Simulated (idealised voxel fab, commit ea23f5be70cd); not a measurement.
The document below concerns the process module designated voxel transistor to metal.
This is section cut - it's 155 nm across, gridded in 5 nm square cells.
Think of the cross-section as a grid of square cells. We describe it in bands, top to bottom, and each band covers one or more rows of those cells.
For a band, the entry starts with two heights in nm, that of the top and then that of the bottom, and carries on with the band's materials in order from left to right, each alongside its width in nm; the word "edge to edge" beside a single material means it fills the band edge to edge, and "empty" means empty space.
All heights in this document are referenced to 0, defined as the level beneath which the wafer, as received, consists entirely of one material. The lowest band is not bounded below; it extends indefinitely downward and is written in the form "0..down".
So if you see something like "30..40" for the width, read it as the top row of the band sitting at the first number and the bottom row at the second, with every row in between moving by the same amount as the last.
Where a step carries "stayed the same", the cross-section came out of it unchanged, cell for cell.
The label "Voids lacking openings" introduces a list of the empty spaces, 8 cells or larger, that have no open way up to the top; each entry in it reads width x height at distance, where the distance is taken from the left edge and all three are stated in nm.
Post-settings text on a step line: simulator's own remark regarding the step.
A step line may carry the setting "overlay nm", which, for steps involving a mask, states the distance by which the mask lay to the right of its intended position; negative values denote displacement to the left.
# Listed below are the process steps as planned
1) RECEIVE with material Si
2) OXIDIZE with depth nm 5
3) CONFORMAL_DEP with material SiN, thk nm 15
4) MASKED_ETCH with tone cover, mask id ACTIVE, width nm 115, etch materials SiN, depth nm 15, overlay nm 0
5) MASKED_ETCH with tone cover, mask id ACTIVE, width nm 115, etch materials SiO2, depth nm 5, overlay nm 0
6) MASKED_ETCH with tone cover, mask id ACTIVE, width nm 115, etch materials Si, depth nm 25, overlay nm 0
7) FILL_DEP with material SiO2, thk nm 15
8) CMP with height nm 15
9) SELECTIVE_ETCH with etch materials SiO2, depth nm 10
10) STRIP with etch materials SiN
11) SELECTIVE_ETCH with etch materials SiO2, depth nm 5
12) OXIDIZE with depth nm 5
13) DIRECTIONAL_DEP with material polySi, thk nm 30
14) DIRECTIONAL_DEP with material SiCN, thk nm 10
15) MASKED_ETCH with tone cover, mask id GATE, width nm 25, etch materials SiCN, depth nm 20, overlay nm 0
16) MASKED_ETCH with tone cover, mask id GATE, width nm 25, etch materials polySi, depth nm 40, overlay nm 0
17) CONFORMAL_DEP with material SiN, thk nm 5
18) DIRECTIONAL_ETCH with etch materials SiN, depth nm 5
19) DIRECTIONAL_ETCH with etch materials SiO2, depth nm 5
20) DIRECTIONAL_ETCH with etch materials Si, depth nm 5
21) EPI with material pSi, thk nm 5
22) FILL_DEP with material SiO2, thk nm 5
23) CMP with height nm 35
24) DIRECTIONAL_DEP with material SiO2, thk nm 10
25) DIRECTIONAL_DEP with material aC, thk nm 10
26) PATTERN with tone open, mask id CONTACT, material resist, width nm 20, pitch nm 85, thk nm 25, overlay nm 0
27) DIRECTIONAL_ETCH with etch materials aC, depth nm 10
28) STRIP with etch materials resist
29) DIRECTIONAL_ETCH with etch materials SiO2, depth nm 55
30) STRIP with etch materials aC
31) CONFORMAL_DEP with material TiN, thk nm 5
32) FILL_DEP with material W, thk nm 5
33) CMP with height nm 45
34) DIRECTIONAL_DEP with material TiN, thk nm 5
35) DIRECTIONAL_DEP with material Ru, thk nm 25
36) PATTERN with tone cover, mask id METAL_1, material resist, width nm 20, pitch nm 85, thk nm 15, overlay nm 0
37) DIRECTIONAL_ETCH with etch materials Ru, depth nm 25
38) DIRECTIONAL_ETCH with etch materials TiN, depth nm 5
39) STRIP with etch materials resist
40) FILL_DEP with material lowk, thk nm 10
41) CMP with height nm 75
42) CONFORMAL_DEP with material SiCN, thk nm 5
43) DIRECTIONAL_DEP with material SiO2, thk nm 25
44) MASKED_ETCH with tone open, mask id METAL_2, width nm 20, pitch nm 85, etch materials SiO2, depth nm 15, overlay nm 0
45) PATTERN with tone open, mask id METAL_2_HOLES, material resist, width nm 15, pitch nm 85, thk nm 15, overlay nm 0
46) DIRECTIONAL_ETCH with etch materials SiO2, depth nm 10
47) DIRECTIONAL_ETCH with etch materials SiCN, depth nm 5
48) STRIP with etch materials resist
49) CONFORMAL_DEP with material TiN, thk nm 5
50) FILL_DEP with material Cu, thk nm 5
51) CMP with height nm 105
52) CONFORMAL_DEP with material SiCN, thk nm 5
# Wafer at receipt (post step 1), cross-section
    0..down  Si edge to edge
    Voids lacking openings: none
# Cross-section: first of two wafers, module finished, run according to plan
    110..105  SiCN edge to edge
    105..95  SiO2 (25), then TiN (5), then Cu (10), then TiN (5), then SiO2 (65), then TiN (5), then Cu (10), then TiN (5), then SiO2 (25)
    95..90  SiO2 (25), then TiN (5), then Cu (5), then TiN (10), then SiO2 (65), then TiN (5), then Cu (5), then TiN (10), then SiO2 (25)
    90..80  SiO2 (25), then TiN (5), then Cu (5), then TiN (5), then SiO2 (70), then TiN (5), then Cu (5), then TiN (5), then SiO2 (30)
    80..75  SiCN (25), then TiN (15), then SiCN (70), then TiN (15), then SiCN (30)
    75..50  lowk (25), then Ru (20), then lowk (65), then Ru (20), then lowk (25)
    50..45  lowk (25), then TiN (20), then lowk (65), then TiN (20), then lowk (25)
    45..35  SiO2 (25), then TiN (5), then W (10), then TiN (5), then SiO2 (65), then TiN (5), then W (10), then TiN (5), then SiO2 (25)
    35..25  SiO2 (25), then TiN (5), then W (10), then TiN (5), then SiO2 (15), then SiN (5), then SiCN (25), then SiN (5), then SiO2 (15), then TiN (5), then W (10), then TiN (5), then SiO2 (25)
    25..0  SiO2 (25), then TiN (5), then W (10), then TiN (5), then SiO2 (15), then SiN (5), then polySi (25), then SiN (5), then SiO2 (15), then TiN (5), then W (10), then TiN (5), then SiO2 (25)
    0..-5  SiO2 (15), then SiN (5), then SiO2 (5), then TiN (5), then W (10), then TiN (5), then SiO2 (15), then SiN (5), then polySi (25), then SiN (5), then SiO2 (15), then TiN (5), then W (10), then TiN (5), then SiO2 (5), then SiN (5), then SiO2 (15)
    -5..-10  SiO2 (25), then TiN (20), then SiO2 (10), then pSi (5), then SiO2 (35), then pSi (5), then SiO2 (10), then TiN (20), then SiO2 (25)
    -10..-15  SiO2 (20), then pSi (40), then Si (35), then pSi (40), then SiO2 (20)
    -15..-30  SiO2 (20), then Si (115), then SiO2 (20)
    -30..down  Si edge to edge
    Voids lacking openings: none
# Here is the second of the two wafers cut open at the end of the module - same start, same plan as the first one, but we made one mistake running it
    110..105  SiCN edge to edge
    105..95  Cu (35..20), then TiN (5..20), then SiO2 (5), then TiN (5), then Cu (70..55), then TiN (5..20), then SiO2 (5), then TiN (5), then Cu (20)
    95..90  TiN (25), then SiO2 (20), then TiN (65), then SiO2 (20), then TiN (25)
    90..80  SiO2 edge to edge
    80..75  SiCN edge to edge
    75..50  lowk (25), then Ru (20), then lowk (65), then Ru (20), then lowk (25)
    50..45  lowk (25), then TiN (20), then lowk (65), then TiN (20), then lowk (25)
    45..35  SiO2 (25), then TiN (5), then W (10), then TiN (5), then SiO2 (65), then TiN (5), then W (10), then TiN (5), then SiO2 (25)
    35..25  SiO2 (25), then TiN (5), then W (10), then TiN (5), then SiO2 (15), then SiN (5), then SiCN (25), then SiN (5), then SiO2 (15), then TiN (5), then W (10), then TiN (5), then SiO2 (25)
    25..0  SiO2 (25), then TiN (5), then W (10), then TiN (5), then SiO2 (15), then SiN (5), then polySi (25), then SiN (5), then SiO2 (15), then TiN (5), then W (10), then TiN (5), then SiO2 (25)
    0..-5  SiO2 (15), then SiN (5), then SiO2 (5), then TiN (5), then W (10), then TiN (5), then SiO2 (15), then SiN (5), then polySi (25), then SiN (5), then SiO2 (15), then TiN (5), then W (10), then TiN (5), then SiO2 (5), then SiN (5), then SiO2 (15)
    -5..-10  SiO2 (25), then TiN (20), then SiO2 (10), then pSi (5), then SiO2 (35), then pSi (5), then SiO2 (10), then TiN (20), then SiO2 (25)
    -10..-15  SiO2 (20), then pSi (40), then Si (35), then pSi (40), then SiO2 (20)
    -15..-30  SiO2 (20), then Si (115), then SiO2 (20)
    -30..down  Si edge to edge
    Voids lacking openings: none
What broke from the plan during processing? it should be noted that step 44 was executed with settings other than those planned, the operation and settings actually applied being MASKED_ETCH with tone cover, mask id METAL_2, width nm 20, pitch nm 85, etch materials SiO2, depth nm 15, overlay nm 0
It is noted that, at the conclusion of processing, the second wafer exhibits a higher or lower cell count for certain materials relative to the first: Cu: 30 more | SiCN: 6 more | SiO2: 45 fewer | TiN: 9 more
